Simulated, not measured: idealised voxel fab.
process module | voxel capacitor over wiring
cross-section cut | 170 nm wide | cells 5 nm
A cross-section is a grid of square cells, given in bands from the top down. A band is one or more rows of cells.
Each band's line starts with the height of the band's top and of its bottom, in nm. Then come its materials from left to right, each with its width in nm. One material with "throughout" fills the band from edge to edge. "air" is empty space.
Height 0 is the level under which the wafer as received is all one material. The lowest band goes on downwards, as in "0 down".
A width such as "30 to 40" changes by the same amount from each row of cells to the next, from the band's top row to its bottom row.
"no change" after a step means that no cell of the cross-section changed.
closed voids: empty space of 8 cells or more with no open way to the top, each as width x height at its distance from the left edge, in nm
after a step's settings: what the simulator itself notes on the step
overlay nm, on a step with a mask: how far to the right of its planned place the mask lay; to the left if negative
plan
1 op RECEIVE | material Si
2 op CONFORMAL_DEP | material SiO2 | thk nm 10
3 op CONFORMAL_DEP | material SiCN | thk nm 5
4 op DIRECTIONAL_DEP | material lowk | thk nm 25
5 op MASKED_ETCH | tone open | mask id METAL_1 | width nm 30 | pitch nm 100 | etch materials lowk | depth nm 25 | overlay nm 0
6 op MASKED_ETCH | tone open | mask id METAL_1 | width nm 30 | pitch nm 100 | etch materials SiCN | depth nm 5 | overlay nm 0
7 op CONFORMAL_DEP | material TiN | thk nm 5
8 op FILL_DEP | material Ru | thk nm 5
9 op CMP | height nm 40
10 op CONFORMAL_DEP | material SiCN | thk nm 5
11 op DIRECTIONAL_DEP | material SiO2 | thk nm 10
12 op DIRECTIONAL_DEP | material aC | thk nm 10
13 op PATTERN | tone open | mask id PLUG_1 | material resist | width nm 15 | thk nm 30 | overlay nm 0
14 op DIRECTIONAL_ETCH | etch materials aC | depth nm 10
15 op STRIP | etch materials resist
16 op DIRECTIONAL_ETCH | etch materials SiO2 | depth nm 10
17 op DIRECTIONAL_ETCH | etch materials SiCN | depth nm 5
18 op STRIP | etch materials aC
19 op EPI | material Ru | thk nm 10
20 op EPI | material Ru | thk nm 5
21 op DIRECTIONAL_DEP | material TiN | thk nm 5
22 op DIRECTIONAL_DEP | material SiN | thk nm 5
23 op DIRECTIONAL_DEP | material TiN | thk nm 5
24 op DIRECTIONAL_DEP | material aC | thk nm 10
25 op PATTERN | tone cover | mask id UPPER_PLATE | material resist | width nm 75 | thk nm 30 | overlay nm 0
26 op DIRECTIONAL_ETCH | etch materials aC | depth nm 10
27 op STRIP | etch materials resist
28 op DIRECTIONAL_ETCH | etch materials TiN | depth nm 5
29 op DIRECTIONAL_ETCH | etch materials SiN | depth nm 5
30 op STRIP | etch materials aC
31 op PATTERN | tone cover | mask id LOWER_PLATE | material resist | width nm 85 | thk nm 20 | overlay nm 0
32 op DIRECTIONAL_ETCH | etch materials TiN | depth nm 5
33 op STRIP | etch materials resist
34 op FILL_DEP | material SiO2 | thk nm 20
35 op CMP | height nm 85
36 op PATTERN | tone open | mask id PLUG_2 | material resist | width nm 15 | thk nm 15 | overlay nm 0
37 op DIRECTIONAL_ETCH | etch materials SiO2 | depth nm 15
38 op STRIP | etch materials resist
39 op CONFORMAL_DEP | material TiN | thk nm 5
40 op FILL_DEP | material W | thk nm 10
41 op CMP | height nm 85
42 op CONFORMAL_DEP | material SiN | thk nm 5
as received, after step 1
  0 down: Si throughout
  closed voids: none
first wafer at the end, as planned
  90 to 85: SiN throughout
  85 to 75: SiO2 45 | TiN 5 | W 5 | TiN 5 | SiO2 110
  75 to 65: SiO2 45 to 35 | TiN 15 to 75 | SiO2 110 to 60
  65 to 60: SiO2 35 | SiN 75 | SiO2 60
  60 to 55: SiO2 30 | TiN 85 | SiO2 55
  55 to 45: SiO2 35 | Ru 15 | SiO2 120
  45 to 40: SiCN 35 | Ru 15 | SiCN 120
  40 to 15: lowk 20 | TiN 5 | Ru 20 | TiN 5 | lowk 70 | TiN 5 | Ru 20 | TiN 5 | lowk 20
  15 to 10: SiCN 20 | TiN 30 | SiCN 70 | TiN 30 | SiCN 20
  10 to 0: SiO2 throughout
  0 down: Si throughout
  closed voids: none
second wafer at the end: like start, like plan, one mistake
  90 to 85: SiN throughout
  85 to 70: aC throughout
  70 to 65: aC 35 | TiN 75 | aC 60
  65 to 60: aC 35 | SiN 75 | aC 60
  60 to 55: aC 30 | TiN 85 | aC 55
  55 to 45: SiO2 35 | Ru 15 | SiO2 120
  45 to 40: SiCN 35 | Ru 15 | SiCN 120
  40 to 15: lowk 20 | TiN 5 | Ru 20 | TiN 5 | lowk 70 | TiN 5 | Ru 20 | TiN 5 | lowk 20
  15 to 10: SiCN 20 | TiN 30 | SiCN 70 | TiN 30 | SiCN 20
  10 to 0: SiO2 throughout
  0 down: Si throughout
  closed voids: none
what went wrong: step 34 ran as: op FILL_DEP | material aC | thk nm 20
at the end the second wafer has, in cells: 148 fewer of SiO2 | 7 fewer of TiN | 2 fewer of W | 157 more of aC
